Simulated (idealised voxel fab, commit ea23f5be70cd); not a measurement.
Process module in this document: voxel plated lines
Shown is cross-section cut, with a width of 225 nm and square cells of size 5 nm.
In what follows, cross-sections appear as grids of square cells, described through bands that run from the top down, where every band is one or more rows of cells. Each band's line starts with the height of the band's top and of its bottom, in nm. Then come its materials from left to right, each with its width in nm. One material with "throughout" fills the band from edge to edge. "blank" is empty space. We count height from 0. Below that, the starting wafer is all one material. The lowest band never ends at the bottom but goes on down; see "z 0 and below" for how that is written. A width such as "30..40" changes by the same amount from each row of cells to the next, from the band's top row to its bottom row. No cell of the cross-section changed in a step that is given as "all unchanged". "Completely enclosed voids" specifies each empty space that is not open to the top and that occupies no fewer than 8 cells, using the form width x height at distance, the distance measured from the left edge and all three quantities in nm. after a step's settings: what the simulator itself notes on the step. overlay nm: how far to the right of its planned place the mask lay on this masked step (negative: to the left).
[Planned process steps]
1: op RECEIVE | material Si
2: op CONFORMAL_DEP | material SiO2 | thk nm 5
3: op DIRECTIONAL_DEP | material TiN | thk nm 5
4: op PATTERN | tone open | mask id LINES | material resist | width nm 30 | pitch nm 45 | thk nm 30 | overlay nm 0
5: op EPI | material Ru | thk nm 10
6: op EPI | material Ru | thk nm 10
7: op STRIP | etch materials resist
8: op DIRECTIONAL_ETCH | etch materials TiN | depth nm 5
9: op CONFORMAL_DEP | material SiN | thk nm 10
[Cross-section of the wafer at receipt, which is the condition after step 1]
> z 0 and below  Si throughout
> Completely enclosed voids: none
[Cross-section: first of two wafers, module finished, run according to plan]
> z 40 to 30  40 nm blank, then 140 nm SiN, then 45 nm blank
> z 30 to 15  40 nm blank, then 10 nm SiN, then 30 nm Ru, then 15 nm SiN, then 30 nm Ru, then 15 nm SiN, then 30 nm Ru, then 10 nm SiN, then 45 nm blank
> z 15 to 10  50 nm SiN, then 30 nm Ru, then 15 nm SiN, then 30 nm Ru, then 15 nm SiN, then 30 nm Ru, then 55 nm SiN
> z 10 to 5  50 nm SiN, then 30 nm TiN, then 15 nm SiN, then 30 nm TiN, then 15 nm SiN, then 30 nm TiN, then 55 nm SiN
> z 5 to 0  SiO2 throughout
> z 0 and below  Si throughout
> Completely enclosed voids: none
[Now the second wafer, cross-sectioned at the end of the module. Nothing different at the start, nothing different in the plan compared with the first, just one mistake when it was actually run]
> z 40 to 30  40 nm blank, then 140 nm SiN, then 45 nm blank
> z 30 to 15  40 nm blank, then 10 nm SiN, then 30 nm Ru, then 15 nm SiN, then 30 nm Ru, then 15 nm SiN, then 30 nm Ru, then 10 nm SiN, then 45 nm blank
> z 15 to 10  50 nm SiN, then 30 nm Ru, then 15 nm SiN, then 30 nm Ru, then 15 nm SiN, then 30 nm Ru, then 55 nm SiN
> z 10 to 5  50 nm SiN, then 30 nm TiN, then 15 nm SiN, then 30 nm TiN, then 15 nm SiN, then 30 nm TiN, then 55 nm SiN
> z 5 to 0  TiN throughout
> z 0 and below  Si throughout
> Completely enclosed voids: none
The plan and the run diverged here: heads up, step 2 didn't go per plan, it actually ran as op CONFORMAL_DEP | material TiN | thk nm 5
The second wafer ends with more or fewer cells of some materials than the first, per final count: -45 SiO2; +45 TiN
